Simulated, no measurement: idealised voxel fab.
process module | voxel air gaps
cross-section cut | 295 nm wide | cells 5 nm
A cross-section is a grid of square cells, given in bands from the top down. A band is one or more rows of cells.
Each band's line starts with the height of the band's top and of its bottom, in nm. Then come its materials from left to right, each with its width in nm. One material with "throughout" fills the band from edge to edge. "air" is empty space.
Height 0 is the level under which the wafer as received is all one material. The lowest band goes on downwards, as in "0 down".
A width such as "30 to 40" changes by the same amount from each row of cells to the next, from the band's top row to its bottom row.
"no change" after a step means that no cell of the cross-section changed.
closed voids: empty space of 8 cells or more with no open way to the top, each as width x height at its distance from the left edge, in nm
after a step's settings: what the simulator itself notes on the step
overlay nm, on a step with a mask: how far to the right of its planned place the mask lay; to the left if negative
plan
1 op RECEIVE | material Si
2 op CONFORMAL_DEP | material SiO2 | thk nm 10
3 op CONFORMAL_DEP | material SiCN | thk nm 5
4 op DIRECTIONAL_DEP | material SiO2 | thk nm 30
5 op PATTERN | tone open | mask id LINES | material resist | width nm 25 | pitch nm 55 | thk nm 15 | overlay nm 0
6 op DIRECTIONAL_ETCH | etch materials SiO2 | depth nm 30
7 op STRIP | etch materials resist
8 op CONFORMAL_DEP | material TiN | thk nm 5
9 op FILL_DEP | material Ru | thk nm 5
10 op CMP | height nm 45
11 op EPI | material Ru | thk nm 10
12 op SELECTIVE_ETCH | etch materials SiO2 | depth nm 40
13 op CONFORMAL_DEP | material SiCN | thk nm 5
as received, after step 1
  0 down: Si throughout
  closed voids: none
a wafer at the end: this start, this plan, one mistake
  50 to 40: SiCN throughout
  40 to 0: SiO2 throughout
  0 down: Si throughout
  closed voids: none
what went wrong: steps 3 and 4 were swapped
